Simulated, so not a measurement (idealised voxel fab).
process module | voxel self aligned contacts
Cross-section cut spans 255 nm and uses square cells 5 nm in size.
The cross-sections in this document take the form of a grid made of square cells. They are written out as bands, in order from top to bottom. Each band consists of one or more rows of cells. Band entry format. Leading values: height of top, height of bottom, nm. Remainder: materials in left-to-right order, each with its width in nm. Special words: "everywhere" on a single material, which then fills the band edge to edge; "blank", empty space. Where do heights start? At 0: under that level the wafer as delivered is made of one material only. And the lowest band has no floor; it just carries on downward, as in "z 0 and below". A two-number width, for instance "30 to 40", indicates that the width is equal to the first number in the top row of the band and to the second number in the bottom row, and that it changes by a constant amount per row of cells. When a step is marked "identical to before", none of the cells in the cross-section changed during that step. Any empty space of 8 cells or more lacking an open way to the top shows up in "Fully enclosed voids" as width x height at distance, distance from the left edge, in nm. after a step's settings: what the simulator itself notes on the step. "overlay nm", when on a step's line for a step with a mask, measures how far to the right of its planned place the mask lay; a negative measure means to the left.

-- Set out below are the planned steps of the process
1 RECEIVE | material Si
2 CONFORMAL_DEP | material SiO2 | thk nm 5
3 DIRECTIONAL_DEP | material polySi | thk nm 25
4 DIRECTIONAL_DEP | material SiN | thk nm 25
5 MASKED_ETCH | tone cover | mask id GATE | width nm 30 | pitch nm 70 | etch materials SiN | depth nm 25 | overlay nm 0
6 MASKED_ETCH | tone cover | mask id GATE | width nm 30 | pitch nm 70 | etch materials polySi | depth nm 25 | overlay nm 0
7 CONFORMAL_DEP | material SiN | thk nm 10
8 DIRECTIONAL_ETCH | etch materials SiN | depth nm 10
9 FILL_DEP | material SiO2 | thk nm 10
10 CMP | height nm 60
11 DIRECTIONAL_DEP | material aC | thk nm 15
12 PATTERN | tone open | mask id CONTACT | material resist | width nm 50 | thk nm 30 | overlay nm 0
13 DIRECTIONAL_ETCH | etch materials aC | depth nm 15
14 STRIP | etch materials resist
15 DIRECTIONAL_ETCH | etch materials SiO2 | depth nm 60
16 STRIP | etch materials aC
17 CONFORMAL_DEP | material TiN | thk nm 5
18 FILL_DEP | material Ru | thk nm 5
19 CMP | height nm 60
20 CONFORMAL_DEP | material SiCN | thk nm 5

-- Received-state cross-section, reflecting completion of step 1
> z 0 and below | Si everywhere
> Fully enclosed voids: none

-- Same starting wafer, same plan as above, one mistake in the execution; this is the cross-section at the end of the module
> z 65 to 60 | SiCN everywhere
> z 60 to 50 | SiO2 100 nm | TiN 5 to 20 nm | Ru 40 to 10 nm | TiN 5 to 20 nm | SiO2 105 nm
> z 50 to 25 | SiO2 65 nm | SiN 50 nm | TiN 5 nm | Ru 10 nm | TiN 5 nm | SiN 50 nm | SiO2 70 nm
> z 25 to 5 | SiO2 65 nm | SiN 10 nm | polySi 30 nm | SiN 10 nm | TiN 5 nm | Ru 10 nm | TiN 5 nm | SiN 10 nm | polySi 30 nm | SiN 10 nm | SiO2 70 nm
> z 5 to 0 | SiO2 65 nm | SiN 10 nm | polySi 30 nm | SiN 10 nm | TiN 20 nm | SiN 10 nm | polySi 30 nm | SiN 10 nm | SiO2 70 nm
> z 0 and below | Si everywhere
> Fully enclosed voids: none
Misprocessing identified: yeah, step 2 of the plan got skipped, never ran
